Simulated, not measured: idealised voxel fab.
The name of this process module is voxel wiring stack.
We display cut, a cross-section 240 nm in width whose square cells are each 5 nm.
Heads up, the way a cross-section reads in here is a grid of square cells, handed over as bands from the top down, with every band being one or more rows of cells.
Look at the band entry: it leads with the top's height and the bottom's height in nm. Then it lists the materials left to right, with a width in nm for each. The word "throughout" on a single material says that material fills the band edge to edge. The word "air" is empty space.
Heights from 0 (as-received wafer is one material below). Bottom band endless downward, as "from 0 down".
Width spec "30->40" -> top row of cells at first value, bottom row at second value, equal per-row change in between.
"left unchanged" means the step left every cell of the cross-section as it was.
Under "Unvented internal voids" you'll find the enclosed gaps, the ones with no way out to the top, that are 8 cells or bigger; each reads width x height at distance, with distance counted from the left edge, everything in nm.
Heads up: the bit after the settings on a step's line is the simulator's remark on that step.
overlay nm: step with mask; distance mask lay right of planned place; negative value = left of planned place.

### This section lists the process steps that were planned
1: RECEIVE with material Si
2: CONFORMAL_DEP with material SiO2, thk nm 10
3: DIRECTIONAL_DEP with material TiN, thk nm 5
4: DIRECTIONAL_DEP with material Ru, thk nm 25
5: MASKED_ETCH with tone cover, mask id METAL_1, width nm 20, pitch nm 50, etch materials Ru, depth nm 25, overlay nm 0
6: MASKED_ETCH with tone cover, mask id METAL_1, width nm 20, pitch nm 50, etch materials TiN, depth nm 5, overlay nm 0
7: CONFORMAL_DEP with material SiCN, thk nm 5
8: FILL_DEP with material lowk, thk nm 10
9: CMP with height nm 40
10: CONFORMAL_DEP with material SiCN, thk nm 5
11: DIRECTIONAL_DEP with material lowk, thk nm 15
12: DIRECTIONAL_DEP with material aC, thk nm 15
13: PATTERN with tone open, mask id PLUG_1, material resist, width nm 15, pitch nm 50, thk nm 30, overlay nm 0
14: DIRECTIONAL_ETCH with etch materials aC, depth nm 15
15: STRIP with etch materials resist
16: DIRECTIONAL_ETCH with etch materials lowk, depth nm 15
17: DIRECTIONAL_ETCH with etch materials SiCN, depth nm 5
18: STRIP with etch materials aC
19: EPI with material Ru, thk nm 10
20: EPI with material Ru, thk nm 10
21: CONFORMAL_DEP with material SiN, thk nm 5
22: DIRECTIONAL_DEP with material SiO2, thk nm 25
23: PATTERN with tone open, mask id METAL_2, material resist, width nm 20, pitch nm 50, thk nm 15, overlay nm 0
24: DIRECTIONAL_ETCH with etch materials SiO2, depth nm 25
25: DIRECTIONAL_ETCH with etch materials SiN, depth nm 5
26: STRIP with etch materials resist
27: CONFORMAL_DEP with material TiN, thk nm 5
28: FILL_DEP with material Ru, thk nm 10
29: CMP with height nm 90
30: CONFORMAL_DEP with material SiCN, thk nm 5
31: DIRECTIONAL_DEP with material lowk, thk nm 30
32: MASKED_ETCH with tone open, mask id METAL_3, width nm 20, pitch nm 50, etch materials lowk, depth nm 15, overlay nm 0
33: PATTERN with tone open, mask id METAL_3_HOLES, material resist, width nm 15, pitch nm 100, thk nm 20, overlay nm 0
34: DIRECTIONAL_ETCH with etch materials lowk, depth nm 15
35: DIRECTIONAL_ETCH with etch materials SiCN, depth nm 5
36: STRIP with etch materials resist
37: CONFORMAL_DEP with material TiN, thk nm 5
38: FILL_DEP with material Ru, thk nm 10
39: CMP with height nm 125
40: CONFORMAL_DEP with material SiCN, thk nm 5
41: DIRECTIONAL_DEP with material SiO2, thk nm 30
42: DIRECTIONAL_DEP with material aC, thk nm 10
43: PATTERN with tone open, mask id METAL_4, material resist, width nm 20, pitch nm 50, thk nm 30, overlay nm 0
44: DIRECTIONAL_ETCH with etch materials aC, depth nm 10
45: STRIP with etch materials resist
46: DIRECTIONAL_ETCH with etch materials SiO2, depth nm 15
47: STRIP with etch materials aC
48: MASKED_ETCH with tone open, mask id METAL_4_HOLES, width nm 15, pitch nm 100, etch materials SiO2, depth nm 15, overlay nm 0
49: MASKED_ETCH with tone open, mask id METAL_4_HOLES, width nm 15, pitch nm 100, etch materials SiCN, depth nm 5, overlay nm 0
50: CONFORMAL_DEP with material TiN, thk nm 5
51: FILL_DEP with material Cu, thk nm 5
52: CMP with height nm 160
53: CONFORMAL_DEP with material SiCN, thk nm 5

### Cross-section: wafer on arrival = after step 1
	from 0 down: Si throughout
	Unvented internal voids: none

### Post-module cross-section of the first of two wafers (run per plan)
	from 165 to 160: SiCN throughout
	from 160 to 150: 60 of SiO2, then 5 of TiN, then 10 of Cu, then 5 of TiN, then 30 of SiO2, then 5 of TiN, then 10 of Cu, then 5 of TiN, then 30 of SiO2, then 5 of TiN, then 10 of Cu, then 5 of TiN, then 60 of SiO2
	from 150 to 145: 60 of SiO2, then 5 of TiN, then 5 of Cu, then 10 of TiN, then 30 of SiO2, then 20 of TiN, then 30 of SiO2, then 5 of TiN, then 5 of Cu, then 10 of TiN, then 60 of SiO2
	from 145 to 130: 60 of SiO2, then 5 of TiN, then 5 of Cu, then 5 of TiN, then 85 of SiO2, then 5 of TiN, then 5 of Cu, then 5 of TiN, then 65 of SiO2
	from 130 to 125: 60 of SiCN, then 15 of TiN, then 85 of SiCN, then 15 of TiN, then 65 of SiCN
	from 125 to 115: 60 of lowk, then 5 of TiN, then 10 of Ru, then 5 of TiN, then 30 of lowk, then 5 of TiN, then 10 of Ru, then 5 of TiN, then 30 of lowk, then 5 of TiN, then 10 of Ru, then 5 of TiN, then 60 of lowk
	from 115 to 110: 60 of lowk, then 5 of TiN, then 5 of Ru, then 10 of TiN, then 30 of lowk, then 20 of TiN, then 30 of lowk, then 5 of TiN, then 5 of Ru, then 10 of TiN, then 60 of lowk
	from 110 to 95: 60 of lowk, then 5 of TiN, then 5 of Ru, then 5 of TiN, then 85 of lowk, then 5 of TiN, then 5 of Ru, then 5 of TiN, then 65 of lowk
	from 95 to 90: 60 of SiCN, then 15 of TiN, then 85 of SiCN, then 15 of TiN, then 65 of SiCN
	from 90 to 65: 60 of SiO2, then 5 of TiN, then 10 of Ru, then 5 of TiN, then 30 of SiO2, then 5 of TiN, then 10 of Ru, then 5 of TiN, then 30 of SiO2, then 5 of TiN, then 10 of Ru, then 5 of TiN, then 60 of SiO2
	from 65 to 60: 60 of SiN, then 20 of TiN, then 30 of SiN, then 20 of TiN, then 30 of SiN, then 20 of TiN, then 60 of SiN
	from 60 to 45: 60 of lowk, then 15 of Ru, then 35 of lowk, then 15 of Ru, then 35 of lowk, then 15 of Ru, then 65 of lowk
	from 45 to 40: 60 of SiCN, then 15 of Ru, then 35 of SiCN, then 15 of Ru, then 35 of SiCN, then 15 of Ru, then 65 of SiCN
	from 40 to 15: 55 of lowk, then 5 of SiCN, then 20 of Ru, then 5 of SiCN, then 20 of lowk, then 5 of SiCN, then 20 of Ru, then 5 of SiCN, then 20 of lowk, then 5 of SiCN, then 20 of Ru, then 5 of SiCN, then 55 of lowk
	from 15 to 10: 60 of SiCN, then 20 of TiN, then 30 of SiCN, then 20 of TiN, then 30 of SiCN, then 20 of TiN, then 60 of SiCN
	from 10 to 0: SiO2 throughout
	from 0 down: Si throughout
	Unvented internal voids: none

### Second wafer cross-section at end of module - shared start and plan with the first, one mistake in the run
	from 165 to 160: SiCN throughout
	from 160 to 150: 60 of SiO2, then 5 of TiN, then 10 of Cu, then 5 of TiN, then 30 of SiO2, then 5 of TiN, then 10 of Cu, then 5 of TiN, then 30 of SiO2, then 5 of TiN, then 10 of Cu, then 5 of TiN, then 60 of SiO2
	from 150 to 145: 60 of SiO2, then 5 of TiN, then 5 of Cu, then 10 of TiN, then 30 of SiO2, then 20 of TiN, then 30 of SiO2, then 5 of TiN, then 5 of Cu, then 10 of TiN, then 60 of SiO2
	from 145 to 130: 60 of SiO2, then 5 of TiN, then 5 of Cu, then 5 of TiN, then 85 of SiO2, then 5 of TiN, then 5 of Cu, then 5 of TiN, then 65 of SiO2
	from 130 to 125: 60 of SiCN, then 15 of TiN, then 85 of SiCN, then 15 of TiN, then 65 of SiCN
	from 125 to 115: 60 of lowk, then 5 of TiN, then 10 of Ru, then 5 of TiN, then 30 of lowk, then 5 of TiN, then 10 of Ru, then 5 of TiN, then 30 of lowk, then 5 of TiN, then 10 of Ru, then 5 of TiN, then 60 of lowk
	from 115 to 110: 60 of lowk, then 5 of TiN, then 5 of Ru, then 10 of TiN, then 30 of lowk, then 20 of TiN, then 30 of lowk, then 5 of TiN, then 5 of Ru, then 10 of TiN, then 60 of lowk
	from 110 to 95: 60 of lowk, then 5 of TiN, then 5 of Ru, then 5 of TiN, then 85 of lowk, then 5 of TiN, then 5 of Ru, then 5 of TiN, then 65 of lowk
	from 95 to 90: 60 of SiCN, then 15 of TiN, then 85 of SiCN, then 15 of TiN, then 65 of SiCN
	from 90 to 75: 60 of SiO2, then 5 of TiN, then 10 of Ru, then 5 of TiN, then 30 of SiO2, then 5 of TiN, then 10 of Ru, then 5 of TiN, then 30 of SiO2, then 5 of TiN, then 10 of Ru, then 5 of TiN, then 60 of SiO2
	from 75 to 70: 45 of SiO2, then 15 of SiN, then 20 of TiN, then 10 of SiN, then 5 of SiO2, then 15 of SiN, then 20 of TiN, then 10 of SiN, then 5 of SiO2, then 15 of SiN, then 20 of TiN, then 10 of SiN, then 50 of SiO2
	from 70 to 65: 45 of SiO2, then 5 of SiN, then 35 of Ru, then 5 of SiN, then 5 of SiO2, then 5 of SiN, then 35 of Ru, then 5 of SiN, then 5 of SiO2, then 5 of SiN, then 35 of Ru, then 5 of SiN, then 50 of SiO2
	from 65 to 60: 50 of SiN, then 35 of Ru, then 15 of SiN, then 35 of Ru, then 15 of SiN, then 35 of Ru, then 55 of SiN
	from 60 to 45: 60 of lowk, then 15 of Ru, then 35 of lowk, then 15 of Ru, then 35 of lowk, then 15 of Ru, then 65 of lowk
	from 45 to 40: 60 of SiCN, then 15 of Ru, then 35 of SiCN, then 15 of Ru, then 35 of SiCN, then 15 of Ru, then 65 of SiCN
	from 40 to 15: 55 of lowk, then 5 of SiCN, then 20 of Ru, then 5 of SiCN, then 20 of lowk, then 5 of SiCN, then 20 of Ru, then 5 of SiCN, then 20 of lowk, then 5 of SiCN, then 20 of Ru, then 5 of SiCN, then 55 of lowk
	from 15 to 10: 60 of SiCN, then 20 of TiN, then 30 of SiCN, then 20 of TiN, then 30 of SiCN, then 20 of TiN, then 60 of SiCN
	from 10 to 0: SiO2 throughout
	from 0 down: Si throughout
	Unvented internal voids: none
Against the plan, the run slipped here: of the identical steps 19 and 20, one was run twice, which one not being known
Final wafer comparison in cells, second versus first, more or fewer per material: +30 Ru | +12 SiN | -30 SiO2 | -12 TiN
